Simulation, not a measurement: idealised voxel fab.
A process module follows: voxel spacer lines.
Shown is cross-section cut, with a width of 265 nm and square cells of size 5 nm.
How to read a cross-section here: the picture is a grid of square cells, written as bands going from the top down, and any band can span one or more rows of cells. Top height, bottom height, nm. Materials left to right, width each, nm. Single material + "everywhere" = fills band edge to edge. "air" = empty. Note: height 0 marks the level under which the wafer is uniformly one material as received. Lowest band unbounded below, written "0 and below". A width such as "30 to 40" changes by the same amount from each row of cells to the next, from the band's top row to its bottom row. "all unchanged" means the step left every cell of the cross-section as it was. Any empty space of 8 cells or more lacking an open way to the top shows up in "Closed cavity list" as width x height at distance, distance from the left edge, in nm. Anything after a step's settings on that line? It's the simulator's own note about the step. "overlay nm" on a masked step: distance the mask lay right of its planned place, negative for left.
-- The following list gives the planned process steps
1 RECEIVE,material Si
2 CONFORMAL_DEP,material Al2O3,thk nm 10
3 DIRECTIONAL_DEP,material W,thk nm 10
4 DIRECTIONAL_DEP,material polySi,thk nm 25
5 PATTERN,tone cover,mask id MANDREL,material resist,width nm 20,pitch nm 70,thk nm 30,overlay nm 0
6 DIRECTIONAL_ETCH,etch materials polySi,depth nm 25
7 STRIP,etch materials resist
8 CONFORMAL_DEP,material SiO2,thk nm 15
9 DIRECTIONAL_ETCH,etch materials SiO2,depth nm 15
10 STRIP,etch materials polySi
11 DIRECTIONAL_ETCH,etch materials W,depth nm 10
12 STRIP,etch materials SiO2
-- Wafer as received: cross-section following step 1
  0 and below | Si everywhere
  Closed cavity list: none
-- Run as planned - first of the two wafers cross-sectioned at the end of the module
  20 down to 10 | air 70 nm, W 15 nm, air 20 nm, W 15 nm, air 20 nm, W 15 nm, air 20 nm, W 15 nm, air 75 nm
  10 down to 0 | Al2O3 everywhere
  0 and below | Si everywhere
  Closed cavity list: none
-- Cross-sectional image of the second wafer of the two following completion of the module. Starting state and process plan were the same as for the first wafer; one execution error occurred
  20 down to 10 | Al2O3 everywhere
  10 down to 0 | W everywhere
  0 and below | Si everywhere
  Closed cavity list: none
In executing the process, a mistake was made relative to the plan: the intended sequence of steps 2 and 3 was reversed during processing, with each occupying the position of the other
It is noted that, at the conclusion of processing, the second wafer exhibits a higher or lower cell count for certain materials relative to the first: W +82
